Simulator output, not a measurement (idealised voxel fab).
Process module under the name voxel wiring stack
230 nm wide, 5 nm square cells: that's cross-section cut.
Cross-section, as written here: a square-cell grid given band by band from the top down, where a band holds one or more rows of cells. Within each band entry, the heights of the top and of the bottom of the band appear first, in that order and in nm; the materials of the band then follow from left to right, each with its corresponding width in nm. The designation "throughout" on a single material indicates that it fills the band from edge to edge; the designation "air" indicates empty space. Ref level 0: as-received wafer is one material below here. Bottom band extends down with no lower bound ("0..down"). Graded width ("30 to 40"): value in top row of band = first number; value in bottom row = second number; row-to-row change constant. A step reported as "nothing different" is a step in which no cell of the cross-section changed. For the entry "Trapped voids", the listed items are empty spaces with no open way to the top whose size is 8 cells or more; each item follows the pattern width x height at distance, where distance is from the left edge and all three are in nm. Heads up: the bit after the settings on a step's line is the simulator's remark on that step. Steps that use a mask can have "overlay nm" on their line. It says how far the mask sat to the right of where it was meant to be. Negative means to the left.
## Process steps (planned)
1,RECEIVE: material Si
2,CONFORMAL_DEP: material SiO2, thk nm 15
3,DIRECTIONAL_DEP: material TiN, thk nm 5
4,DIRECTIONAL_DEP: material W, thk nm 25
5,DIRECTIONAL_DEP: material aC, thk nm 15
6,PATTERN: tone cover, mask id METAL_1, material resist, width nm 25, pitch nm 40, thk nm 30, overlay nm 0
7,DIRECTIONAL_ETCH: etch materials aC, depth nm 15
8,STRIP: etch materials resist
9,DIRECTIONAL_ETCH: etch materials W, depth nm 25
10,DIRECTIONAL_ETCH: etch materials TiN, depth nm 5
11,STRIP: etch materials aC
12,FILL_DEP: material lowk, thk nm 5
13,CMP: height nm 45
14,CONFORMAL_DEP: material SiCN, thk nm 5
15,DIRECTIONAL_DEP: material SiO2, thk nm 15
16,DIRECTIONAL_DEP: material aC, thk nm 10
17,PATTERN: tone open, mask id PLUG_1, material resist, width nm 15, pitch nm 80, thk nm 25, overlay nm 0
18,DIRECTIONAL_ETCH: etch materials aC, depth nm 10
19,STRIP: etch materials resist
20,DIRECTIONAL_ETCH: etch materials SiO2, depth nm 15
21,DIRECTIONAL_ETCH: etch materials SiCN, depth nm 5
22,STRIP: etch materials aC
23,EPI: material Ru, thk nm 10
24,EPI: material Ru, thk nm 10
25,DIRECTIONAL_DEP: material TiN, thk nm 5
26,DIRECTIONAL_DEP: material W, thk nm 15
27,MASKED_ETCH: tone cover, mask id METAL_2, width nm 25, pitch nm 40, etch materials W, depth nm 15, overlay nm 0
28,MASKED_ETCH: tone cover, mask id METAL_2, width nm 25, pitch nm 40, etch materials TiN, depth nm 5, overlay nm 0
29,CONFORMAL_DEP: material SiN, thk nm 5
30,FILL_DEP: material SiO2, thk nm 5
31,CMP: height nm 85
32,CONFORMAL_DEP: material SiCN, thk nm 5
33,DIRECTIONAL_DEP: material lowk, thk nm 25
34,DIRECTIONAL_DEP: material aC, thk nm 15
35,PATTERN: tone open, mask id METAL_3_HOLES, material resist, width nm 15, pitch nm 40, thk nm 35, overlay nm 0
36,DIRECTIONAL_ETCH: etch materials aC, depth nm 15
37,STRIP: etch materials resist
38,DIRECTIONAL_ETCH: etch materials lowk, depth nm 25
39,STRIP: etch materials aC
40,DIRECTIONAL_DEP: material aC, thk nm 10
41,PATTERN: tone open, mask id METAL_3, material resist, width nm 25, pitch nm 40, thk nm 25, overlay nm 0
42,DIRECTIONAL_ETCH: etch materials aC, depth nm 10
43,STRIP: etch materials resist
44,DIRECTIONAL_ETCH: etch materials lowk, depth nm 15
45,DIRECTIONAL_ETCH: etch materials SiCN, depth nm 5
46,STRIP: etch materials aC
47,CONFORMAL_DEP: material TiN, thk nm 5
48,FILL_DEP: material Ru, thk nm 5
49,CMP: height nm 115
50,CONFORMAL_DEP: material SiCN, thk nm 5
51,DIRECTIONAL_DEP: material lowk, thk nm 15
52,PATTERN: tone open, mask id PLUG_3, material resist, width nm 15, pitch nm 80, thk nm 15, overlay nm 0
53,DIRECTIONAL_ETCH: etch materials lowk, depth nm 15
54,DIRECTIONAL_ETCH: etch materials SiCN, depth nm 5
55,STRIP: etch materials resist
56,CONFORMAL_DEP: material TiN, thk nm 5
57,FILL_DEP: material W, thk nm 5
58,CMP: height nm 135
59,DIRECTIONAL_DEP: material TiN, thk nm 5
60,DIRECTIONAL_DEP: material W, thk nm 15
61,PATTERN: tone cover, mask id METAL_4, material resist, width nm 25, pitch nm 40, thk nm 15, overlay nm 0
62,DIRECTIONAL_ETCH: etch materials W, depth nm 15
63,DIRECTIONAL_ETCH: etch materials TiN, depth nm 5
64,STRIP: etch materials resist
65,FILL_DEP: material lowk, thk nm 10
66,CMP: height nm 155
67,CONFORMAL_DEP: material SiCN, thk nm 5
It is noted that the wafers described herein are identical at the outset and are distinguished by the width nm of step 52; the value stated in the plan corresponds to the first wafer.
## Step 1 complete: as-received cross-section of the first of several wafers
	0..down  Si throughout
	Trapped voids: none
## The cross-section of the first of several wafers is given below for the end of the module, after its final step, step 67
	160..155  SiCN throughout
	155..140  lowk 40 nm, W 25 nm, lowk 15 nm, W 25 nm, lowk 15 nm, W 25 nm, lowk 15 nm, W 25 nm, lowk 45 nm
	140..135  lowk 40 nm, TiN 25 nm, lowk 15 nm, TiN 25 nm, lowk 15 nm, TiN 25 nm, lowk 15 nm, TiN 25 nm, lowk 45 nm
	135..120  lowk 40 nm, TiN 5 nm, W 5 nm, TiN 5 nm, lowk 65 nm, TiN 5 nm, W 5 nm, TiN 5 nm, lowk 95 nm
	120..115  SiCN 40 nm, TiN 15 nm, SiCN 65 nm, TiN 15 nm, SiCN 95 nm
	115..105  lowk 40 nm, TiN 5 nm, Ru 15 nm, TiN 5 nm, lowk 15 nm, TiN 5 nm, Ru 15 nm, TiN 5 nm, lowk 15 nm, TiN 5 nm, Ru 15 nm, TiN 5 nm, lowk 15 nm, TiN 5 nm, Ru 15 nm, TiN 5 nm, lowk 45 nm
	105..100  lowk 40 nm, TiN 5 nm, Ru 5 nm, TiN 15 nm, lowk 15 nm, TiN 5 nm, Ru 5 nm, TiN 15 nm, lowk 15 nm, TiN 5 nm, Ru 5 nm, TiN 15 nm, lowk 15 nm, TiN 5 nm, Ru 5 nm, TiN 15 nm, lowk 45 nm
	100..90  lowk 40 nm, TiN 5 nm, Ru 5 nm, TiN 5 nm, lowk 25 nm, TiN 5 nm, Ru 5 nm, TiN 5 nm, lowk 25 nm, TiN 5 nm, Ru 5 nm, TiN 5 nm, lowk 25 nm, TiN 5 nm, Ru 5 nm, TiN 5 nm, lowk 55 nm
	90..85  SiCN 40 nm, TiN 15 nm, SiCN 25 nm, TiN 15 nm, SiCN 25 nm, TiN 15 nm, SiCN 25 nm, TiN 15 nm, SiCN 55 nm
	85..70  SiO2 35 nm, SiN 5 nm, W 25 nm, SiN 5 nm, SiO2 5 nm, SiN 5 nm, W 25 nm, SiN 5 nm, SiO2 5 nm, SiN 5 nm, W 25 nm, SiN 5 nm, SiO2 5 nm, SiN 5 nm, W 25 nm, SiN 5 nm, SiO2 40 nm
	70..65  SiN 40 nm, TiN 25 nm, SiN 15 nm, TiN 25 nm, SiN 15 nm, TiN 25 nm, SiN 15 nm, TiN 25 nm, SiN 45 nm
	65..50  SiO2 40 nm, Ru 15 nm, SiO2 65 nm, Ru 15 nm, SiO2 95 nm
	50..45  SiCN 40 nm, Ru 15 nm, SiCN 65 nm, Ru 15 nm, SiCN 95 nm
	45..20  lowk 40 nm, W 25 nm, lowk 15 nm, W 25 nm, lowk 15 nm, W 25 nm, lowk 15 nm, W 25 nm, lowk 45 nm
	20..15  lowk 40 nm, TiN 25 nm, lowk 15 nm, TiN 25 nm, lowk 15 nm, TiN 25 nm, lowk 15 nm, TiN 25 nm, lowk 45 nm
	15..0  SiO2 throughout
	0..down  Si throughout
	Trapped voids: none
## Cross-section of the last wafer at end of module
	160..155  SiCN throughout
	155..140  lowk 40 nm, W 25 nm, lowk 15 nm, W 25 nm, lowk 15 nm, W 25 nm, lowk 15 nm, W 25 nm, lowk 45 nm
	140..135  lowk 40 nm, TiN 25 nm, lowk 15 nm, TiN 25 nm, lowk 15 nm, TiN 25 nm, lowk 15 nm, TiN 25 nm, lowk 45 nm
	135..120  lowk 35 nm, TiN 5 nm, W 20 nm, TiN 5 nm, lowk 50 nm, TiN 5 nm, W 20 nm, TiN 5 nm, lowk 85 nm
	120..115  SiCN 35 nm, TiN 30 nm, SiCN 50 nm, TiN 30 nm, SiCN 85 nm
	115..105  lowk 40 nm, TiN 5 nm, Ru 15 nm, TiN 5 nm, lowk 15 nm, TiN 5 nm, Ru 15 nm, TiN 5 nm, lowk 15 nm, TiN 5 nm, Ru 15 nm, TiN 5 nm, lowk 15 nm, TiN 5 nm, Ru 15 nm, TiN 5 nm, lowk 45 nm
	105..100  lowk 40 nm, TiN 5 nm, Ru 5 nm, TiN 15 nm, lowk 15 nm, TiN 5 nm, Ru 5 nm, TiN 15 nm, lowk 15 nm, TiN 5 nm, Ru 5 nm, TiN 15 nm, lowk 15 nm, TiN 5 nm, Ru 5 nm, TiN 15 nm, lowk 45 nm
	100..90  lowk 40 nm, TiN 5 nm, Ru 5 nm, TiN 5 nm, lowk 25 nm, TiN 5 nm, Ru 5 nm, TiN 5 nm, lowk 25 nm, TiN 5 nm, Ru 5 nm, TiN 5 nm, lowk 25 nm, TiN 5 nm, Ru 5 nm, TiN 5 nm, lowk 55 nm
	90..85  SiCN 40 nm, TiN 15 nm, SiCN 25 nm, TiN 15 nm, SiCN 25 nm, TiN 15 nm, SiCN 25 nm, TiN 15 nm, SiCN 55 nm
	85..70  SiO2 35 nm, SiN 5 nm, W 25 nm, SiN 5 nm, SiO2 5 nm, SiN 5 nm, W 25 nm, SiN 5 nm, SiO2 5 nm, SiN 5 nm, W 25 nm, SiN 5 nm, SiO2 5 nm, SiN 5 nm, W 25 nm, SiN 5 nm, SiO2 40 nm
	70..65  SiN 40 nm, TiN 25 nm, SiN 15 nm, TiN 25 nm, SiN 15 nm, TiN 25 nm, SiN 15 nm, TiN 25 nm, SiN 45 nm
	65..50  SiO2 40 nm, Ru 15 nm, SiO2 65 nm, Ru 15 nm, SiO2 95 nm
	50..45  SiCN 40 nm, Ru 15 nm, SiCN 65 nm, Ru 15 nm, SiCN 95 nm
	45..20  lowk 40 nm, W 25 nm, lowk 15 nm, W 25 nm, lowk 15 nm, W 25 nm, lowk 15 nm, W 25 nm, lowk 45 nm
	20..15  lowk 40 nm, TiN 25 nm, lowk 15 nm, TiN 25 nm, lowk 15 nm, TiN 25 nm, lowk 15 nm, TiN 25 nm, lowk 45 nm
	15..0  SiO2 throughout
	0..down  Si throughout
	Trapped voids: none
## each wafer at the end: cells of each material gained (+) or lost (-) since it was received, then its closed voids
width nm 15 | +60 Ru | +160 SiCN | +50 SiN | +312 SiO2 | +138 TiN | +226 W | +526 lowk | Trapped voids: none
width nm 20 | +60 Ru | +158 SiCN | +50 SiN | +312 SiO2 | +140 TiN | +232 W | +520 lowk | Trapped voids: none
width nm 25 | +60 Ru | +156 SiCN | +50 SiN | +312 SiO2 | +142 TiN | +238 W | +514 lowk | Trapped voids: none
width nm 30 | +60 Ru | +154 SiCN | +50 SiN | +312 SiO2 | +144 TiN | +244 W | +508 lowk | Trapped voids: none
